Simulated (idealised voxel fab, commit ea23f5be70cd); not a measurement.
Herein follows the process module entitled voxel self aligned vias.
275 nm wide, 5 nm square cells: that's cross-section cut.
Square cells in a grid make up a cross-section in this document, and the grid is given as bands, listed from the top down, each one or more rows of cells.
The band entry comprises the height of the band's top followed by the height of its bottom, expressed in nm, and subsequently the band's materials from left to right, each stated together with its width in nm. Where a single material is marked with the word "everywhere", that material fills the band from edge to edge. The word "empty" represents empty space.
Below 0: as-received wafer, all one material; heights counted from there. Lowest band: no bottom, goes on down, written "0..down".
A two-number width, for instance "30 to 40", indicates that the width is equal to the first number in the top row of the band and to the second number in the bottom row, and that it changes by a constant amount per row of cells.
Reading "nothing got changed" for a step: not a cell of the cross-section changed in it.
Any empty space of 8 cells or more lacking an open way to the top shows up in "Voids, enclosed" as width x height at distance, distance from the left edge, in nm.
The remark found on a step's line after its settings is issued by the simulator itself and pertains to that step.
overlay nm: step with mask; distance mask lay right of planned place; negative value = left of planned place.

Intended process steps:
step 1: RECEIVE,material Si
step 2: CONFORMAL_DEP,material SiO2,thk nm 15
step 3: CONFORMAL_DEP,material SiCN,thk nm 5
step 4: DIRECTIONAL_DEP,material lowk,thk nm 30
step 5: DIRECTIONAL_DEP,material aC,thk nm 15
step 6: PATTERN,tone open,mask id LINES,material resist,width nm 20,pitch nm 60,thk nm 35,overlay nm 0
step 7: DIRECTIONAL_ETCH,etch materials aC,depth nm 15
step 8: STRIP,etch materials resist
step 9: DIRECTIONAL_ETCH,etch materials lowk,depth nm 30
step 10: STRIP,etch materials aC
step 11: CONFORMAL_DEP,material TiN,thk nm 5
step 12: FILL_DEP,material W,thk nm 10
step 13: CMP,height nm 50
step 14: SELECTIVE_ETCH,etch materials W Ru TiN,depth nm 5
step 15: FILL_DEP,material SiN,thk nm 5
step 16: CMP,height nm 50
step 17: DIRECTIONAL_DEP,material lowk,thk nm 20
step 18: MASKED_ETCH,tone open,mask id VIAS,width nm 30,pitch nm 60,etch materials lowk,depth nm 20,overlay nm 0
step 19: MASKED_ETCH,tone open,mask id VIAS,width nm 30,pitch nm 60,etch materials SiN,depth nm 5,overlay nm 0
step 20: CONFORMAL_DEP,material TiN,thk nm 5
step 21: FILL_DEP,material Cu,thk nm 10
step 22: CMP,height nm 70
step 23: CONFORMAL_DEP,material SiN,thk nm 5

Received-state cross-section, reflecting completion of step 1:
* 0..down = Si everywhere
* Voids, enclosed: none

End state of the module in cross-section, given the above starting point and plan and one mistake in execution:
* 75..70 = SiN everywhere
* 70..55 = lowk: 55 | TiN: 5 | Cu: 30 | TiN: 5 | lowk: 20 | TiN: 5 | Cu: 30 | TiN: 5 | lowk: 20 | TiN: 5 | Cu: 30 | TiN: 5 | lowk: 60
* 55..50 = lowk: 55 | TiN: 15 | Cu: 10 | TiN: 15 | lowk: 20 | TiN: 15 | Cu: 10 | TiN: 15 | lowk: 20 | TiN: 15 | Cu: 10 | TiN: 15 | lowk: 60
* 50..45 = lowk: 65 | TiN: 20 | lowk: 40 | TiN: 20 | lowk: 40 | TiN: 20 | lowk: 70
* 45..25 = lowk: 65 | TiN: 5 | W: 10 | TiN: 5 | lowk: 40 | TiN: 5 | W: 10 | TiN: 5 | lowk: 40 | TiN: 5 | W: 10 | TiN: 5 | lowk: 70
* 25..20 = lowk: 65 | TiN: 20 | lowk: 40 | TiN: 20 | lowk: 40 | TiN: 20 | lowk: 70
* 20..15 = SiCN everywhere
* 15..0 = SiO2 everywhere
* 0..down = Si everywhere
* Voids, enclosed: none
what went wrong: step 18 off recipe, ran as MASKED_ETCH,tone open,mask id VIAS,width nm 40,pitch nm 60,etch materials lowk,depth nm 20,overlay nm 0
